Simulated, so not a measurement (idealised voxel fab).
Herein follows the process module entitled voxel capacitor over wiring.
FYI the section here is cut, 140 nm wide, cells are 5 nm squares.
Format of a cross-section: grid, square cells. Given as bands. Order: top down. Band: one or more rows of cells. What a band's entry tells you: where the top is and where the bottom is, as heights in nm, and after that what lies inside, material by material from left to right, each with its width in nm. Empty space is written as the word "air", and a single material marked with the word "edge to edge" occupies the band from edge to edge. Heights are expressed relative to 0, this being the level below which the as-received wafer comprises one material exclusively. The lowest band is unbounded in the downward direction and is denoted as in "0 nm and below". The width entry "30->40" should be interpreted row by row: the top row of cells in the band takes the first number, the bottom row takes the second number, and the change between adjacent rows is uniform throughout. Where the words "identical to before" appear for a step, the cross-section shows no cell changed by that step; every cell remained as before. "Listed closed voids": empty spaces of 8 cells or more with no open way to the top, each given as width x height at distance, distance from the left edge, all in nm. Where a step's line continues beyond its settings, the continuation is a remark by the simulator itself on that step. A step line may carry the setting "overlay nm", which, for steps involving a mask, states the distance by which the mask lay to the right of its intended position; negative values denote displacement to the left.

### plan
| 1 | RECEIVE | material Si |
| 2 | CONFORMAL_DEP | material SiO2 | thk nm 10 |
| 3 | DIRECTIONAL_DEP | material TiN | thk nm 5 |
| 4 | DIRECTIONAL_DEP | material Ru | thk nm 15 |
| 5 | MASKED_ETCH | tone cover | mask id METAL_1 | width nm 20 | pitch nm 80 | etch materials Ru | depth nm 15 | overlay nm 0 |
| 6 | MASKED_ETCH | tone cover | mask id METAL_1 | width nm 20 | pitch nm 80 | etch materials TiN | depth nm 5 | overlay nm 0 |
| 7 | CONFORMAL_DEP | material SiCN | thk nm 5 |
| 8 | FILL_DEP | material SiO2 | thk nm 10 |
| 9 | CMP | height nm 30 |
| 10 | CONFORMAL_DEP | material SiCN | thk nm 5 |
| 11 | DIRECTIONAL_DEP | material lowk | thk nm 15 |
| 12 | MASKED_ETCH | tone open | mask id PLUG_1 | width nm 15 | etch materials lowk | depth nm 15 | overlay nm 0 |
| 13 | MASKED_ETCH | tone open | mask id PLUG_1 | width nm 15 | etch materials SiCN | depth nm 5 | overlay nm 0 |
| 14 | EPI | material Ru | thk nm 10 |
| 15 | EPI | material Ru | thk nm 10 |
| 16 | DIRECTIONAL_DEP | material TiN | thk nm 10 |
| 17 | DIRECTIONAL_DEP | material SiN | thk nm 5 |
| 18 | DIRECTIONAL_DEP | material TiN | thk nm 5 |
| 19 | PATTERN | tone cover | mask id UPPER_PLATE | material resist | width nm 65 | thk nm 15 | overlay nm 0 |
| 20 | DIRECTIONAL_ETCH | etch materials TiN | depth nm 5 |
| 21 | DIRECTIONAL_ETCH | etch materials SiN | depth nm 5 |
| 22 | STRIP | etch materials resist |
| 23 | DIRECTIONAL_DEP | material aC | thk nm 15 |
| 24 | PATTERN | tone cover | mask id LOWER_PLATE | material resist | width nm 75 | thk nm 30 | overlay nm 0 |
| 25 | DIRECTIONAL_ETCH | etch materials aC | depth nm 15 |
| 26 | STRIP | etch materials resist |
| 27 | DIRECTIONAL_ETCH | etch materials TiN | depth nm 10 |
| 28 | STRIP | etch materials aC |
| 29 | FILL_DEP | material SiO2 | thk nm 15 |
| 30 | CMP | height nm 80 |
| 31 | PATTERN | tone open | mask id PLUG_2 | material resist | width nm 15 | thk nm 15 | overlay nm 0 |
| 32 | DIRECTIONAL_ETCH | etch materials SiO2 | depth nm 10 |
| 33 | STRIP | etch materials resist |
| 34 | CONFORMAL_DEP | material TiN | thk nm 5 |
| 35 | FILL_DEP | material W | thk nm 5 |
| 36 | CMP | height nm 80 |
| 37 | CONFORMAL_DEP | material SiN | thk nm 5 |

### Cross-sectional view of the wafer in its as-received condition, corresponding to the state after step 1
* 0 nm and below: Si edge to edge
* Listed closed voids: none

### Module complete - cross-section of the first of two wafers, run according to plan
* 85 nm to 80 nm: SiN edge to edge
* 80 nm to 75 nm: SiO2 (35), TiN (5), W (5), TiN (5), SiO2 (90)
* 75 nm to 65 nm: SiO2 (35->25), TiN (15->65), SiO2 (90->50)
* 65 nm to 60 nm: SiO2 (25), SiN (65), SiO2 (50)
* 60 nm to 50 nm: SiO2 (20), TiN (75), SiO2 (45)
* 50 nm to 35 nm: lowk (25), Ru (15), lowk (100)
* 35 nm to 30 nm: SiCN (25), Ru (15), SiCN (100)
* 30 nm to 15 nm: SiO2 (15), SiCN (5), Ru (20), SiCN (5), SiO2 (50), SiCN (5), Ru (20), SiCN (5), SiO2 (15)
* 15 nm to 10 nm: SiCN (20), TiN (20), SiCN (60), TiN (20), SiCN (20)
* 10 nm to 0 nm: SiO2 edge to edge
* 0 nm and below: Si edge to edge
* Listed closed voids: none

### second wafer at the end: like start, like plan, one mistake
* 85 nm to 80 nm: SiN edge to edge
* 80 nm to 75 nm: SiO2 (35), TiN (5), W (5), TiN (5), SiO2 (90)
* 75 nm to 65 nm: SiO2 (35->40), TiN (15->50), SiO2 (90->50)
* 65 nm to 60 nm: SiO2 (40), SiN (50), SiO2 (50)
* 60 nm to 50 nm: SiO2 (20), TiN (5), SiO2 (15), TiN (55), SiO2 (45)
* 50 nm to 45 nm: lowk (25), TiN (15), lowk (100)
* 45 nm to 40 nm: lowk (25), SiN (15), lowk (100)
* 40 nm to 35 nm: lowk (25), TiN (15), lowk (100)
* 35 nm to 30 nm: SiCN (25), TiN (15), SiCN (100)
* 30 nm to 25 nm: SiO2 (15), SiCN (30), SiO2 (50), SiCN (30), SiO2 (15)
* 25 nm to 15 nm: SiO2 (15), SiCN (5), Ru (20), SiCN (5), SiO2 (50), SiCN (5), Ru (20), SiCN (5), SiO2 (15)
* 15 nm to 10 nm: SiCN (20), Ru (20), SiCN (60), Ru (20), SiCN (20)
* 10 nm to 0 nm: SiO2 edge to edge
* 0 nm and below: Si edge to edge
* Listed closed voids: none
So what did we get wrong on this run? the run left out plan step 3 entirely, so it was never executed
Upon completion, the second wafer contains, in terms of cells, a greater or smaller amount of certain materials than the first wafer: 12 fewer of Ru | 8 more of SiCN | 12 more of SiO2 | 8 fewer of TiN
